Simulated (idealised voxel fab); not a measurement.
process module | voxel plated lines
cross-section cut | 230 nm wide | cells 5 nm
A cross-section is a grid of square cells, given in bands from the top down. A band is one or more rows of cells.
Each band's line starts with the height of the band's top and of its bottom, in nm. Then come its materials from left to right, each with its width in nm. One material with "throughout" fills the band from edge to edge. "air" is empty space.
Height 0 is the level under which the wafer as received is all one material. The lowest band goes on downwards, as in "0 down".
A width such as "30 to 40" changes by the same amount from each row of cells to the next, from the band's top row to its bottom row.
"no change" after a step means that no cell of the cross-section changed.
closed voids: empty space of 8 cells or more with no open way to the top, each as width x height at its distance from the left edge, in nm
after a step's settings: what the simulator itself notes on the step
overlay nm, on a step with a mask: how far to the right of its planned place the mask lay; to the left if negative
plan
1 op RECEIVE | material Si
2 op CONFORMAL_DEP | material SiN | thk nm 5
3 op DIRECTIONAL_DEP | material TiN | thk nm 5
4 op PATTERN | tone open | mask id LINES | material resist | width nm 20 | pitch nm 50 | thk nm 25 | overlay nm 0
5 op EPI | material Ru | thk nm 10
6 op EPI | material Ru | thk nm 5
7 op STRIP | etch materials resist
8 op DIRECTIONAL_ETCH | etch materials TiN | depth nm 5
9 op CONFORMAL_DEP | material SiCN | thk nm 10
first wafer, as planned
as received, after step 1
  0 down: Si throughout
  closed voids: none
after step 2
  5 to 0: SiN throughout
  below 0: unchanged
after step 3
  10 to 5: TiN throughout
  below 5: unchanged
after step 4
  35 to 10: resist 80 | air 20 | resist 30 | air 20 | resist 80
  below 10: unchanged
after step 5
  35 to 20: resist 80 | air 20 | resist 30 | air 20 | resist 80
  20 to 10: resist 80 | Ru 20 | resist 30 | Ru 20 | resist 80
  below 10: unchanged
after step 6
  35 to 25: resist 80 | air 20 | resist 30 | air 20 | resist 80
  25 to 10: resist 80 | Ru 20 | resist 30 | Ru 20 | resist 80
  below 10: unchanged
after step 7
  25 to 10: air 80 | Ru 20 | air 30 | Ru 20 | air 80
  below 10: unchanged
after step 8
  25 to 10: air 80 | Ru 20 | air 30 | Ru 20 | air 80
  10 to 5: air 80 | TiN 20 | air 30 | TiN 20 | air 80
  below 5: unchanged
after step 9
  35 to 25: air 70 | SiCN 40 | air 10 | SiCN 40 | air 70
  25 to 15: air 70 | SiCN 10 | Ru 20 | SiCN 10 | air 10 | SiCN 10 | Ru 20 | SiCN 10 | air 70
  15 to 10: SiCN 80 | Ru 20 | SiCN 30 | Ru 20 | SiCN 80
  10 to 5: SiCN 80 | TiN 20 | SiCN 30 | TiN 20 | SiCN 80
  below 5: unchanged
second wafer: like start, like plan, one mistake. Through step 8 it matches the first wafer
when step 9 should have ended
  40 to 25: air 65 | SiCN 100 | air 65
  25 to 20: air 65 | SiCN 15 | Ru 20 | SiCN 30 | Ru 20 | SiCN 15 | air 65
  20 to 10: SiCN 80 | Ru 20 | SiCN 30 | Ru 20 | SiCN 80
  10 to 5: SiCN 80 | TiN 20 | SiCN 30 | TiN 20 | SiCN 80
  below 5: unchanged
what went wrong: step 9 ran as: op CONFORMAL_DEP | material SiCN | thk nm 15
at the end the second wafer has, in cells: 62 more of SiCN
